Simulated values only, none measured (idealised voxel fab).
Proc. module: voxel wiring stack
Shown is cross-section cut, with a width of 220 nm and square cells of size 5 nm.
Cross-section format: a grid of square cells, given as bands from top to bottom; each band is one or more rows of cells. Top, bottom (nm), then materials left to right with widths (nm); lone material tagged "edge to edge" fills the whole band edge to edge; "air" = empty space. Heads up on the height convention: 0 is the point under which the incoming wafer is all one material, and the lowest band has no bottom, it just keeps going down, like "0 and below". The expression "30..40" gives the width at the extremes of the band, the first number at its top row of cells and the second at its bottom row, with the width changing by equal amounts from each row to the next in between. Where the words "no modification" appear for a step, the cross-section shows no cell changed by that step; every cell remained as before. The list in "Sealed voids" covers empty spaces of 8 cells or more that cannot reach the top through any open way, and it gives each as width x height at distance; the distance is from the left edge, and width, height and distance are in nm. Read whatever lies past the settings on a step's line as the simulator's own remark about the step. overlay nm: step with mask; distance mask lay right of planned place; negative value = left of planned place.

**Process steps - plan**
1 RECEIVE [material Si]
2 CONFORMAL_DEP [material SiO2] [thk nm 15]
3 DIRECTIONAL_DEP [material TiN] [thk nm 5]
4 DIRECTIONAL_DEP [material W] [thk nm 15]
5 DIRECTIONAL_DEP [material aC] [thk nm 10]
6 PATTERN [tone cover] [mask id METAL_1] [material resist] [width nm 20] [pitch nm 50] [thk nm 25] [overlay nm 0]
7 DIRECTIONAL_ETCH [etch materials aC] [depth nm 10]
8 STRIP [etch materials resist]
9 DIRECTIONAL_ETCH [etch materials W] [depth nm 15]
10 DIRECTIONAL_ETCH [etch materials TiN] [depth nm 5]
11 STRIP [etch materials aC]
12 CONFORMAL_DEP [material SiN] [thk nm 5]
13 FILL_DEP [material SiO2] [thk nm 10]
14 CMP [height nm 35]
15 CONFORMAL_DEP [material SiCN] [thk nm 5]
16 DIRECTIONAL_DEP [material lowk] [thk nm 10]
17 DIRECTIONAL_DEP [material aC] [thk nm 15]
18 PATTERN [tone open] [mask id PLUG_1] [material resist] [width nm 15] [pitch nm 50] [thk nm 30] [overlay nm 0]
19 DIRECTIONAL_ETCH [etch materials aC] [depth nm 15]
20 STRIP [etch materials resist]
21 DIRECTIONAL_ETCH [etch materials lowk] [depth nm 10]
22 DIRECTIONAL_ETCH [etch materials SiCN] [depth nm 5]
23 STRIP [etch materials aC]
24 EPI [material Ru] [thk nm 10]
25 EPI [material Ru] [thk nm 5]
26 CONFORMAL_DEP [material SiCN] [thk nm 5]
27 DIRECTIONAL_DEP [material SiO2] [thk nm 25]
28 MASKED_ETCH [tone open] [mask id METAL_2] [width nm 20] [pitch nm 50] [etch materials SiO2] [depth nm 25] [overlay nm 0]
29 MASKED_ETCH [tone open] [mask id METAL_2] [width nm 20] [pitch nm 50] [etch materials SiCN] [depth nm 5] [overlay nm 0]
30 CONFORMAL_DEP [material TiN] [thk nm 5]
31 FILL_DEP [material W] [thk nm 10]
32 CMP [height nm 80]
33 CONFORMAL_DEP [material SiCN] [thk nm 5]
34 DIRECTIONAL_DEP [material SiO2] [thk nm 10]
35 DIRECTIONAL_DEP [material aC] [thk nm 15]
36 PATTERN [tone open] [mask id PLUG_2] [material resist] [width nm 15] [pitch nm 50] [thk nm 30] [overlay nm 0]
37 DIRECTIONAL_ETCH [etch materials aC] [depth nm 15]
38 STRIP [etch materials resist]
39 DIRECTIONAL_ETCH [etch materials SiO2] [depth nm 10]
40 DIRECTIONAL_ETCH [etch materials SiCN] [depth nm 5]
41 STRIP [etch materials aC]
42 EPI [material Ru] [thk nm 10]
43 EPI [material Ru] [thk nm 5]
44 DIRECTIONAL_DEP [material TiN] [thk nm 5]
45 DIRECTIONAL_DEP [material Ru] [thk nm 20]
46 MASKED_ETCH [tone cover] [mask id METAL_3] [width nm 20] [pitch nm 50] [etch materials Ru] [depth nm 20] [overlay nm 0]
47 MASKED_ETCH [tone cover] [mask id METAL_3] [width nm 20] [pitch nm 50] [etch materials TiN] [depth nm 5] [overlay nm 0]
48 CONFORMAL_DEP [material SiCN] [thk nm 5]
49 FILL_DEP [material SiO2] [thk nm 10]
50 CMP [height nm 120]
51 CONFORMAL_DEP [material SiN] [thk nm 5]

**As-received state of the wafer in cross-section, equivalent to post-step 1**
  0 and below = Si edge to edge
  Sealed voids: none

**The first of the two wafers as seen in cross-section once the module was finished; processing followed the plan**
  125 down to 120 = SiN edge to edge
  120 down to 100 = 70 SiO2, then 5 SiCN, then 20 Ru, then 5 SiCN, then 20 SiO2, then 5 SiCN, then 20 Ru, then 5 SiCN, then 70 SiO2
  100 down to 95 = 75 SiCN, then 20 TiN, then 30 SiCN, then 20 TiN, then 75 SiCN
  95 down to 85 = 75 SiO2, then 15 Ru, then 35 SiO2, then 15 Ru, then 80 SiO2
  85 down to 80 = 75 SiCN, then 15 Ru, then 35 SiCN, then 15 Ru, then 80 SiCN
  80 down to 55 = 75 SiO2, then 5 TiN, then 10 W, then 5 TiN, then 30 SiO2, then 5 TiN, then 10 W, then 5 TiN, then 75 SiO2
  55 down to 50 = 75 SiCN, then 20 TiN, then 30 SiCN, then 20 TiN, then 75 SiCN
  50 down to 40 = 75 lowk, then 15 Ru, then 35 lowk, then 15 Ru, then 80 lowk
  40 down to 35 = 75 SiCN, then 15 Ru, then 35 SiCN, then 15 Ru, then 80 SiCN
  35 down to 20 = 70 SiO2, then 5 SiN, then 20 W, then 5 SiN, then 20 SiO2, then 5 SiN, then 20 W, then 5 SiN, then 70 SiO2
  20 down to 15 = 75 SiN, then 20 TiN, then 30 SiN, then 20 TiN, then 75 SiN
  15 down to 0 = SiO2 edge to edge
  0 and below = Si edge to edge
  Sealed voids: none

**The second wafer, shown in cross-section after the module: started the same way as the first and given the same plan, yet one mistake crept into how it was run**
  125 down to 120 = SiN edge to edge
  120 down to 100 = 70 SiO2, then 5 SiCN, then 20 Ru, then 5 SiCN, then 20 SiO2, then 5 SiCN, then 20 Ru, then 5 SiCN, then 70 SiO2
  100 down to 95 = 75 SiCN, then 20 TiN, then 30 SiCN, then 20 TiN, then 75 SiCN
  95 down to 85 = 75 SiO2, then 15 Ru, then 35 SiO2, then 15 Ru, then 80 SiO2
  85 down to 80 = 75 SiCN, then 15 Ru, then 35 SiCN, then 15 Ru, then 80 SiCN
  80 down to 55 = 75 SiO2, then 5 TiN, then 10 W, then 5 TiN, then 30 SiO2, then 5 TiN, then 10 W, then 5 TiN, then 75 SiO2
  55 down to 50 = 75 SiCN, then 20 TiN, then 30 SiCN, then 20 TiN, then 75 SiCN
  50 down to 40 = 75 lowk, then 5 SiCN, then 5 TiN, then 5 SiCN, then 35 lowk, then 5 SiCN, then 5 TiN, then 5 SiCN, then 80 lowk
  40 down to 35 = 80 SiCN, then 5 TiN, then 45 SiCN, then 5 TiN, then 85 SiCN
  35 down to 20 = 75 W, then 5 SiN, then 10 SiO2, then 5 SiN, then 30 W, then 5 SiN, then 10 SiO2, then 5 SiN, then 75 W
  20 down to 15 = 75 TiN, then 20 SiN, then 30 TiN, then 20 SiN, then 75 TiN
  15 down to 0 = SiO2 edge to edge
  0 and below = Si edge to edge
  Sealed voids: none
Error vs. plan: step 6 ran as: PATTERN [tone open] [mask id METAL_1] [material resist] [width nm 20] [pitch nm 50] [thk nm 25] [overlay nm 0]
Final comparison by cell count, materials where the second wafer has more or fewer than the first: -18 Ru, +12 SiCN, -28 SiN, -84 SiO2, +34 TiN, +84 W
